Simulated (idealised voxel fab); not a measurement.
Presented below is a process module, voxel capacitor over wiring.
Each square cell in cross-section cut measures 5 nm, and the section as a whole is 250 nm wide.
In what follows, cross-sections appear as grids of square cells, described through bands that run from the top down, where every band is one or more rows of cells. It is stipulated that each band's entry specify, in nanometres, the height of the top of the band and then that of its bottom, followed by the materials of the band in left-to-right sequence, each together with its width in nanometres. A single material marked by the word "throughout" is understood to fill the band from edge to edge; the word "air" is understood to denote empty space. A quick word on heights: they are counted from 0, and under that level the wafer as it came to us is one material throughout. The lowest band is different from the rest in having no bottom; it simply continues downward, written as in "z 0 and below". A width given as "30->40" starts at the first number in the band's top row and ends at the second number in its bottom row, shifting by an equal amount at every step from row to row. The cross-section has no changed cell in any step marked "remained unchanged". Reported under the label "Enclosed internal voids" are the empty spaces having no open way to the top and comprising 8 cells or more; the notation for each is width x height at distance, in which the distance is measured from the left edge and all three values are in nm. The remark found on a step's line after its settings is issued by the simulator itself and pertains to that step. A step's line can hold "overlay nm"; with a mask on that step, the setting says how far right of the planned place the mask lay, while a negative setting says it lay to the left.
### Steps in the process plan
1: RECEIVE (material Si)
2: CONFORMAL_DEP (material SiO2; thk nm 10)
3: CONFORMAL_DEP (material SiN; thk nm 5)
4: DIRECTIONAL_DEP (material lowk; thk nm 20)
5: PATTERN (tone open; mask id METAL_1; material resist; width nm 20; pitch nm 90; thk nm 15; overlay nm 0)
6: DIRECTIONAL_ETCH (etch materials lowk; depth nm 20)
7: DIRECTIONAL_ETCH (etch materials SiN; depth nm 5)
8: STRIP (etch materials resist)
9: CONFORMAL_DEP (material TiN; thk nm 5)
10: FILL_DEP (material Ru; thk nm 10)
11: CMP (height nm 35)
12: EPI (material Ru; thk nm 5)
13: FILL_DEP (material SiCN; thk nm 5)
14: DIRECTIONAL_DEP (material SiO2; thk nm 15)
15: PATTERN (tone open; mask id PLUG_1; material resist; width nm 15; thk nm 15; overlay nm 0)
16: DIRECTIONAL_ETCH (etch materials SiO2; depth nm 15)
17: DIRECTIONAL_ETCH (etch materials SiCN; depth nm 5)
18: STRIP (etch materials resist)
19: EPI (material Ru; thk nm 10)
20: EPI (material Ru; thk nm 10)
21: DIRECTIONAL_DEP (material TiN; thk nm 10)
22: DIRECTIONAL_DEP (material SiN; thk nm 5)
23: DIRECTIONAL_DEP (material TiN; thk nm 10)
24: PATTERN (tone cover; mask id UPPER_PLATE; material resist; width nm 75; thk nm 20; overlay nm 0)
25: DIRECTIONAL_ETCH (etch materials TiN; depth nm 10)
26: DIRECTIONAL_ETCH (etch materials SiN; depth nm 5)
27: STRIP (etch materials resist)
28: PATTERN (tone cover; mask id LOWER_PLATE; material resist; width nm 85; thk nm 15; overlay nm 0)
29: DIRECTIONAL_ETCH (etch materials TiN; depth nm 10)
30: STRIP (etch materials resist)
31: FILL_DEP (material SiO2; thk nm 15)
32: CMP (height nm 95)
33: PATTERN (tone open; mask id PLUG_2; material resist; width nm 15; thk nm 15; overlay nm 0)
34: DIRECTIONAL_ETCH (etch materials SiO2; depth nm 10)
35: STRIP (etch materials resist)
36: CONFORMAL_DEP (material TiN; thk nm 5)
37: FILL_DEP (material Ru; thk nm 5)
38: CMP (height nm 95)
39: CONFORMAL_DEP (material SiN; thk nm 5)
### First of two wafers, processed according to plan
### This is the cross-section of the wafer as we received it, i.e. after step 1
> z 0 and below = Si throughout
> Enclosed internal voids: none
### Wafer section view after processing step 2
> z 10 to 0 = SiO2 throughout
> Nothing below the height 0 has changed.
### Wafer section view after processing step 3
> z 15 to 10 = SiN throughout
> Nothing below the height 10 has changed.
### Wafer section view after processing step 4
> z 35 to 15 = lowk throughout
> Nothing below the height 15 has changed.
### Wafer section view after processing step 5
> z 50 to 35 = 70 nm resist; 20 nm air; 70 nm resist; 20 nm air; 70 nm resist
> Nothing below the height 35 has changed.
### Wafer section view after processing step 6
> z 50 to 35 = 70 nm resist; 20 nm air; 70 nm resist; 20 nm air; 70 nm resist
> z 35 to 15 = 70 nm lowk; 20 nm air; 70 nm lowk; 20 nm air; 70 nm lowk
> Nothing below the height 15 has changed.
### Wafer section view after processing step 7
> z 50 to 35 = 70 nm resist; 20 nm air; 70 nm resist; 20 nm air; 70 nm resist
> z 35 to 15 = 70 nm lowk; 20 nm air; 70 nm lowk; 20 nm air; 70 nm lowk
> z 15 to 10 = 70 nm SiN; 20 nm air; 70 nm SiN; 20 nm air; 70 nm SiN
> Nothing below the height 10 has changed.
### Wafer section view after processing step 8
> z 35 to 15 = 70 nm lowk; 20 nm air; 70 nm lowk; 20 nm air; 70 nm lowk
> Nothing below the height 15 has changed.
### Wafer section view after processing step 9
> z 40 to 35 = 75 nm TiN; 10 nm air; 80 nm TiN; 10 nm air; 75 nm TiN
> z 35 to 15 = 70 nm lowk; 5 nm TiN; 10 nm air; 5 nm TiN; 70 nm lowk; 5 nm TiN; 10 nm air; 5 nm TiN; 70 nm lowk
> z 15 to 10 = 70 nm SiN; 20 nm TiN; 70 nm SiN; 20 nm TiN; 70 nm SiN
> Nothing below the height 10 has changed.
### Wafer section view after processing step 10
> z 50 to 40 = Ru throughout
> z 40 to 35 = 75 nm TiN; 10 nm Ru; 80 nm TiN; 10 nm Ru; 75 nm TiN
> z 35 to 15 = 70 nm lowk; 5 nm TiN; 10 nm Ru; 5 nm TiN; 70 nm lowk; 5 nm TiN; 10 nm Ru; 5 nm TiN; 70 nm lowk
> Nothing below the height 15 has changed.
### Wafer section view after processing step 11
> z 35 to 15 = 70 nm lowk; 5 nm TiN; 10 nm Ru; 5 nm TiN; 70 nm lowk; 5 nm TiN; 10 nm Ru; 5 nm TiN; 70 nm lowk
> Nothing below the height 15 has changed.
### Wafer section view after processing step 12
> z 40 to 35 = 65 nm air; 30 nm Ru; 60 nm air; 30 nm Ru; 65 nm air
> Nothing below the height 35 has changed.
### Wafer section view after processing step 13
> z 45 to 40 = SiCN throughout
> z 40 to 35 = 65 nm SiCN; 30 nm Ru; 60 nm SiCN; 30 nm Ru; 65 nm SiCN
> Nothing below the height 35 has changed.
### Wafer section view after processing step 14
> z 60 to 45 = SiO2 throughout
> Nothing below the height 45 has changed.
### Wafer section view after processing step 15
> z 75 to 60 = 75 nm resist; 15 nm air; 160 nm resist
> Nothing below the height 60 has changed.
### Wafer section view after processing step 16
> z 75 to 60 = 75 nm resist; 15 nm air; 160 nm resist
> z 60 to 45 = 75 nm SiO2; 15 nm air; 160 nm SiO2
> Nothing below the height 45 has changed.
### Wafer section view after processing step 17
> z 75 to 60 = 75 nm resist; 15 nm air; 160 nm resist
> z 60 to 45 = 75 nm SiO2; 15 nm air; 160 nm SiO2
> z 45 to 40 = 75 nm SiCN; 15 nm air; 160 nm SiCN
> Nothing below the height 40 has changed.
### Wafer section view after processing step 18
> z 60 to 45 = 75 nm SiO2; 15 nm air; 160 nm SiO2
> Nothing below the height 45 has changed.
### Wafer section view after processing step 19
> z 60 to 50 = 75 nm SiO2; 15 nm air; 160 nm SiO2
> z 50 to 45 = 75 nm SiO2; 15 nm Ru; 160 nm SiO2
> z 45 to 40 = 75 nm SiCN; 15 nm Ru; 160 nm SiCN
> Nothing below the height 40 has changed.
### Wafer section view after processing step 20
> z 60 to 45 = 75 nm SiO2; 15 nm Ru; 160 nm SiO2
> Nothing below the height 45 has changed.
### Wafer section view after processing step 21
> z 70 to 60 = TiN throughout
> Nothing below the height 60 has changed.
### Wafer section view after processing step 22
> z 75 to 70 = SiN throughout
> Nothing below the height 70 has changed.
### Wafer section view after processing step 23
> z 85 to 75 = TiN throughout
> Nothing below the height 75 has changed.
### Wafer section view after processing step 24
> z 105 to 85 = 75 nm air; 75 nm resist; 100 nm air
> Nothing below the height 85 has changed.
### Wafer section view after processing step 25
> z 105 to 85 = 75 nm air; 75 nm resist; 100 nm air
> z 85 to 75 = 75 nm air; 75 nm TiN; 100 nm air
> Nothing below the height 75 has changed.
### Wafer section view after processing step 26
> z 105 to 85 = 75 nm air; 75 nm resist; 100 nm air
> z 85 to 75 = 75 nm air; 75 nm TiN; 100 nm air
> z 75 to 70 = 75 nm air; 75 nm SiN; 100 nm air
> Nothing below the height 70 has changed.
### Wafer section view after processing step 27
> z 85 to 75 = 75 nm air; 75 nm TiN; 100 nm air
> Nothing below the height 75 has changed.
### Wafer section view after processing step 28
> z 100 to 85 = 70 nm air; 85 nm resist; 95 nm air
> z 85 to 75 = 70 nm air; 5 nm resist; 75 nm TiN; 5 nm resist; 95 nm air
> z 75 to 70 = 70 nm air; 5 nm resist; 75 nm SiN; 5 nm resist; 95 nm air
> Nothing below the height 70 has changed.
### Wafer section view after processing step 29
> z 100 to 85 = 70 nm air; 85 nm resist; 95 nm air
> z 85 to 75 = 70 nm air; 5 nm resist; 75 nm TiN; 5 nm resist; 95 nm air
> z 75 to 70 = 70 nm air; 5 nm resist; 75 nm SiN; 5 nm resist; 95 nm air
> z 70 to 60 = 70 nm air; 85 nm TiN; 95 nm air
> Nothing below the height 60 has changed.
### Wafer section view after processing step 30
> z 85 to 75 = 75 nm air; 75 nm TiN; 100 nm air
> z 75 to 70 = 75 nm air; 75 nm SiN; 100 nm air
> Nothing below the height 70 has changed.
### Wafer section view after processing step 31
> z 100 to 85 = SiO2 throughout
> z 85 to 75 = 75 nm SiO2; 75 nm TiN; 100 nm SiO2
> z 75 to 70 = 75 nm SiO2; 75 nm SiN; 100 nm SiO2
> z 70 to 60 = 70 nm SiO2; 85 nm TiN; 95 nm SiO2
> Nothing below the height 60 has changed.
### Wafer section view after processing step 32
> z 95 to 85 = SiO2 throughout
> Nothing below the height 85 has changed.
### Wafer section view after processing step 33
> z 110 to 95 = 85 nm resist; 15 nm air; 150 nm resist
> Nothing below the height 95 has changed.
### Wafer section view after processing step 34
> z 110 to 95 = 85 nm resist; 15 nm air; 150 nm resist
> z 95 to 85 = 85 nm SiO2; 15 nm air; 150 nm SiO2
> Nothing below the height 85 has changed.
### Wafer section view after processing step 35
> z 95 to 85 = 85 nm SiO2; 15 nm air; 150 nm SiO2
> Nothing below the height 85 has changed.
### Wafer section view after processing step 36
> z 100 to 95 = 90 nm TiN; 5 nm air; 155 nm TiN
> z 95 to 90 = 85 nm SiO2; 5 nm TiN; 5 nm air; 5 nm TiN; 150 nm SiO2
> z 90 to 85 = 85 nm SiO2; 15 nm TiN; 150 nm SiO2
> Nothing below the height 85 has changed.
### Wafer section view after processing step 37
> z 105 to 100 = Ru throughout
> z 100 to 95 = 90 nm TiN; 5 nm Ru; 155 nm TiN
> z 95 to 90 = 85 nm SiO2; 5 nm TiN; 5 nm Ru; 5 nm TiN; 150 nm SiO2
> Nothing below the height 90 has changed.
### Wafer section view after processing step 38
> z 95 to 90 = 85 nm SiO2; 5 nm TiN; 5 nm Ru; 5 nm TiN; 150 nm SiO2
> Nothing below the height 90 has changed.
### Wafer section view after processing step 39
> z 100 to 95 = SiN throughout
> Nothing below the height 95 has changed.
### Second wafer, same starting conditions and recipe as the first, one mistake in executing it, nothing differs from the first up to and including step 27
### Cross-section of the second wafer corresponding to the planned conclusion of step 28
> z 100 to 85 = 65 nm air; 95 nm resist; 90 nm air
> z 85 to 75 = 65 nm air; 10 nm resist; 75 nm TiN; 10 nm resist; 90 nm air
> z 75 to 70 = 65 nm air; 10 nm resist; 75 nm SiN; 10 nm resist; 90 nm air
> Nothing below the height 70 has changed.
### Cross-section of the second wafer corresponding to the planned conclusion of step 29
> z 100 to 85 = 65 nm air; 95 nm resist; 90 nm air
> z 85 to 75 = 65 nm air; 10 nm resist; 75 nm TiN; 10 nm resist; 90 nm air
> z 75 to 70 = 65 nm air; 10 nm resist; 75 nm SiN; 10 nm resist; 90 nm air
> z 70 to 60 = 65 nm air; 95 nm TiN; 90 nm air
> Nothing below the height 60 has changed.
### Cross-section of the second wafer corresponding to the planned conclusion of step 30
> z 85 to 75 = 75 nm air; 75 nm TiN; 100 nm air
> z 75 to 70 = 75 nm air; 75 nm SiN; 100 nm air
> Nothing below the height 70 has changed.
### Cross-section of the second wafer corresponding to the planned conclusion of step 31
> z 100 to 85 = SiO2 throughout
> z 85 to 75 = 75 nm SiO2; 75 nm TiN; 100 nm SiO2
> z 75 to 70 = 75 nm SiO2; 75 nm SiN; 100 nm SiO2
> z 70 to 60 = 65 nm SiO2; 95 nm TiN; 90 nm SiO2
> Nothing below the height 60 has changed.
### Cross-section of the second wafer corresponding to the planned conclusion of step 32
> z 95 to 85 = SiO2 throughout
> Nothing below the height 85 has changed.
### Cross-section of the second wafer corresponding to the planned conclusion of step 33
> z 110 to 95 = 85 nm resist; 15 nm air; 150 nm resist
> Nothing below the height 95 has changed.
### Cross-section of the second wafer corresponding to the planned conclusion of step 34
> z 110 to 95 = 85 nm resist; 15 nm air; 150 nm resist
> z 95 to 85 = 85 nm SiO2; 15 nm air; 150 nm SiO2
> Nothing below the height 85 has changed.
### Cross-section of the second wafer corresponding to the planned conclusion of step 35
> z 95 to 85 = 85 nm SiO2; 15 nm air; 150 nm SiO2
> Nothing below the height 85 has changed.
### Cross-section of the second wafer corresponding to the planned conclusion of step 36
> z 100 to 95 = 90 nm TiN; 5 nm air; 155 nm TiN
> z 95 to 90 = 85 nm SiO2; 5 nm TiN; 5 nm air; 5 nm TiN; 150 nm SiO2
> z 90 to 85 = 85 nm SiO2; 15 nm TiN; 150 nm SiO2
> Nothing below the height 85 has changed.
### Cross-section of the second wafer corresponding to the planned conclusion of step 37
> z 105 to 100 = Ru throughout
> z 100 to 95 = 90 nm TiN; 5 nm Ru; 155 nm TiN
> z 95 to 90 = 85 nm SiO2; 5 nm TiN; 5 nm Ru; 5 nm TiN; 150 nm SiO2
> Nothing below the height 90 has changed.
### Cross-section of the second wafer corresponding to the planned conclusion of step 38
> z 95 to 90 = 85 nm SiO2; 5 nm TiN; 5 nm Ru; 5 nm TiN; 150 nm SiO2
> Nothing below the height 90 has changed.
### Cross-section of the second wafer corresponding to the planned conclusion of step 39
> z 100 to 95 = SiN throughout
> Nothing below the height 95 has changed.
Deviation from plan: step 28 deviated from plan and actually ran as PATTERN (tone cover; mask id LOWER_PLATE; material resist; width nm 95; thk nm 15; overlay nm 0)
End check, counted in cells, second wafer has more or fewer of these materials than the first: -4 SiO2; +4 TiN
